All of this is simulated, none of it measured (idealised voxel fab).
process module | voxel ribs on slabs
This is section cut - it's 290 nm across, gridded in 5 nm square cells.
A cross-section is a grid of square cells, given in bands from the top down. A band is one or more rows of cells.
Top height, bottom height, nm. Materials left to right, width each, nm. Single material + "throughout" = fills band edge to edge. "empty" = empty.
For the purposes of this specification, 0 denotes the height below which the wafer in its as-received condition is composed wholly of one material, and the lowermost band, lacking a lower limit, extends downward without end, as expressed in "from 0 down".
Width "30..40": first value at the band's top row of cells, second value at its bottom row, equal change from row to row.
Reading "nothing was modified" for a step: not a cell of the cross-section changed in it.
For the entry "Sealed void list", the listed items are empty spaces with no open way to the top whose size is 8 cells or more; each item follows the pattern width x height at distance, where distance is from the left edge and all three are in nm.
The remark found on a step's line after its settings is issued by the simulator itself and pertains to that step.
overlay nm: right-of-plan distance of the mask on a masked step; negative values mean left-of-plan.

Steps in the process plan:
1: RECEIVE [material Si]
2: DIRECTIONAL_DEP [material SiO2] [thk nm 25]
3: DIRECTIONAL_DEP [material SiN] [thk nm 20]
4: PATTERN [tone cover] [mask id RIB] [material resist] [width nm 30] [thk nm 15] [overlay nm 0]
5: DIRECTIONAL_ETCH [etch materials SiN] [depth nm 10]
6: STRIP [etch materials resist]
7: DIRECTIONAL_DEP [material aC] [thk nm 15]
8: PATTERN [tone cover] [mask id SLAB] [material resist] [width nm 60] [thk nm 30] [overlay nm 0]
9: DIRECTIONAL_ETCH [etch materials aC] [depth nm 15]
10: STRIP [etch materials resist]
11: DIRECTIONAL_ETCH [etch materials SiN] [depth nm 10]
12: STRIP [etch materials aC]
13: FILL_DEP [material SiO2] [thk nm 25]
14: CMP [height nm 65]
15: DIRECTIONAL_DEP [material TiN] [thk nm 5]
16: PATTERN [tone cover] [mask id HEATER] [material resist] [width nm 40] [thk nm 15] [overlay nm 0]
17: DIRECTIONAL_ETCH [etch materials TiN] [depth nm 5]
18: STRIP [etch materials resist]
19: CONFORMAL_DEP [material SiO2] [thk nm 5]

Received-state cross-section, reflecting completion of step 1:
	from 0 down  Si throughout
	Sealed void list: none

Figure: cross-sectional view of the wafer upon completion of the module, processed from the initial state and according to the plan depicted above, with one error introduced during execution:
	from 75 to 45  SiO2 throughout
	from 45 to 35  130 of SiO2; 30 of SiN; 130 of SiO2
	from 35 to 25  115 of SiO2; 60 of SiN; 115 of SiO2
	from 25 to 0  SiO2 throughout
	from 0 down  Si throughout
	Sealed void list: none
The plan and the run diverged here: step 15 was run on a setting that differed from the plan, and what really ran there is DIRECTIONAL_DEP [material SiO2] [thk nm 5]
